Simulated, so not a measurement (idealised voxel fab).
process module | voxel gate over fins
The cross-section on display is named cut; it measures 170 nm wide, and its cells are 5 nm squares.
In this document a cross-section is written as a grid of square cells. It is given as a series of bands, listed from the top down, and a band is one or more rows of cells.
Each band's line starts with the height of the band's top and of its bottom, in nm. Then come its materials from left to right, each with its width in nm. One material with "full width" fills the band from edge to edge. "air" is empty space.
Below 0: as-received wafer, all one material; heights counted from there. Lowest band: no bottom, goes on down, written "0 nm and below".
A two-number width, for instance "30 to 40", indicates that the width is equal to the first number in the top row of the band and to the second number in the bottom row, and that it changes by a constant amount per row of cells.
"remained unchanged" means the step left every cell of the cross-section as it was.
Closed cavity list: empty space of 8 cells or more with no open way to the top, each as width x height at its distance from the left edge, in nm
after a step's settings: what the simulator itself notes on the step
Steps that use a mask can have "overlay nm" on their line. It says how far the mask sat to the right of where it was meant to be. Negative means to the left.
Set out below are the planned steps of the process
1) RECEIVE with material Si
2) CONFORMAL_DEP with material SiN, thk nm 5
3) DIRECTIONAL_DEP with material aC, thk nm 10
4) PATTERN with tone cover, mask id FINS, material resist, width nm 15, pitch nm 60, thk nm 25, overlay nm 0
5) DIRECTIONAL_ETCH with etch materials aC, depth nm 10
6) STRIP with etch materials resist
7) DIRECTIONAL_ETCH with etch materials SiN, depth nm 5
8) DIRECTIONAL_ETCH with etch materials Si, depth nm 30
9) STRIP with etch materials aC
10) OXIDIZE with depth nm 5
11) FILL_DEP with material SiO2, thk nm 5
12) CMP with height nm 5
13) DIRECTIONAL_DEP with material aC, thk nm 5
14) PATTERN with tone open, mask id RAIL, material resist, width nm 15, thk nm 30, overlay nm 0
15) DIRECTIONAL_ETCH with etch materials aC, depth nm 15
16) STRIP with etch materials resist
17) DIRECTIONAL_ETCH with etch materials SiO2, depth nm 30
18) STRIP with etch materials aC
19) CONFORMAL_DEP with material TiN, thk nm 5
20) FILL_DEP with material W, thk nm 10
21) CMP with height nm 5
22) SELECTIVE_ETCH with etch materials W Ru TiN, depth nm 25
23) FILL_DEP with material SiO2, thk nm 5
24) CMP with height nm 5
25) SELECTIVE_ETCH with etch materials SiO2, depth nm 20
26) STRIP with etch materials SiN
27) CONFORMAL_DEP with material HfO2, thk nm 5
28) CONFORMAL_DEP with material TiN, thk nm 5
29) FILL_DEP with material W, thk nm 10
30) CMP with height nm 15
31) CONFORMAL_DEP with material SiCN, thk nm 10
For this document, wafers share an identical start and vary in the step 13 thk nm; the plan quotes the first wafer's value.
Cross-section: the first of several wafers in its as-received state, i.e. following step 1
0 nm and below: Si full width
Closed cavity list: none
Here's the first of several wafers in cross-section, end of the module, after the last step, step 31
25 nm to 15 nm: SiCN full width
15 nm to 10 nm: W full width
10 nm to 5 nm: W (10) / TiN (25) / W (35) / TiN (25) / W (35) / TiN (25) / W (15)
5 nm to 0 nm: W (10) / TiN (5) / HfO2 (15) / TiN (5) / W (35) / TiN (5) / HfO2 (15) / TiN (5) / W (35) / TiN (5) / HfO2 (15) / TiN (5) / W (15)
0 nm to -5 nm: W (10) / TiN (5) / HfO2 (5) / Si (5) / HfO2 (5) / TiN (5) / W (35) / TiN (5) / HfO2 (5) / Si (5) / HfO2 (5) / TiN (5) / W (35) / TiN (5) / HfO2 (5) / Si (5) / HfO2 (5) / TiN (5) / W (15)
-5 nm to -10 nm: TiN (15) / HfO2 (5) / Si (5) / HfO2 (5) / TiN (45) / HfO2 (5) / Si (5) / HfO2 (5) / TiN (45) / HfO2 (5) / Si (5) / HfO2 (5) / TiN (20)
-10 nm to -15 nm: HfO2 (20) / Si (5) / HfO2 (55) / Si (5) / HfO2 (55) / Si (5) / HfO2 (25)
-15 nm to -20 nm: SiO2 (20) / Si (5) / SiO2 (55) / Si (5) / SiO2 (55) / Si (5) / SiO2 (25)
-20 nm to -25 nm: SiO2 (20) / Si (5) / SiO2 (20) / TiN (15) / SiO2 (20) / Si (5) / SiO2 (55) / Si (5) / SiO2 (25)
-25 nm to -35 nm: SiO2 (20) / Si (5) / SiO2 (55) / Si (5) / SiO2 (55) / Si (5) / SiO2 (25)
-35 nm and below: Si full width
Closed cavity list: none
Sectional view of the last wafer upon completion of the module
25 nm to 15 nm: SiCN full width
15 nm to 10 nm: W full width
10 nm to 5 nm: W (10) / TiN (25) / W (35) / TiN (25) / W (35) / TiN (25) / W (15)
5 nm to 0 nm: W (10) / TiN (5) / HfO2 (15) / TiN (5) / W (35) / TiN (5) / HfO2 (15) / TiN (5) / W (35) / TiN (5) / HfO2 (15) / TiN (5) / W (15)
0 nm to -5 nm: W (10) / TiN (5) / HfO2 (5) / Si (5) / HfO2 (5) / TiN (5) / W (35) / TiN (5) / HfO2 (5) / Si (5) / HfO2 (5) / TiN (5) / W (35) / TiN (5) / HfO2 (5) / Si (5) / HfO2 (5) / TiN (5) / W (15)
-5 nm to -10 nm: TiN (15) / HfO2 (5) / Si (5) / HfO2 (5) / TiN (45) / HfO2 (5) / Si (5) / HfO2 (5) / TiN (45) / HfO2 (5) / Si (5) / HfO2 (5) / TiN (20)
-10 nm to -15 nm: HfO2 (20) / Si (5) / HfO2 (55) / Si (5) / HfO2 (55) / Si (5) / HfO2 (25)
-15 nm to -35 nm: SiO2 (20) / Si (5) / SiO2 (55) / Si (5) / SiO2 (55) / Si (5) / SiO2 (25)
-35 nm and below: Si full width
Closed cavity list: none
What follows is a table in which each wafer occupies a row; for the wafer as it stands at the close of the module, the row states, material by material, how many cells have been gained (+) or lost (-) since receipt, and then gives its closed voids
thk nm 5 | +52 HfO2 | -217 Si | +68 SiCN | +121 SiO2 | +55 TiN | +91 W | Closed cavity list: none
thk nm 10 | +52 HfO2 | -217 Si | +68 SiCN | +121 SiO2 | +55 TiN | +91 W | Closed cavity list: none
thk nm 15 | +52 HfO2 | -217 Si | +68 SiCN | +121 SiO2 | +55 TiN | +91 W | Closed cavity list: none
thk nm 20 | +52 HfO2 | -217 Si | +68 SiCN | +124 SiO2 | +52 TiN | +91 W | Closed cavity list: none
thk nm 25 | +52 HfO2 | -217 Si | +68 SiCN | +124 SiO2 | +52 TiN | +91 W | Closed cavity list: none
thk nm 30 | +52 HfO2 | -217 Si | +68 SiCN | +124 SiO2 | +52 TiN | +91 W | Closed cavity list: none
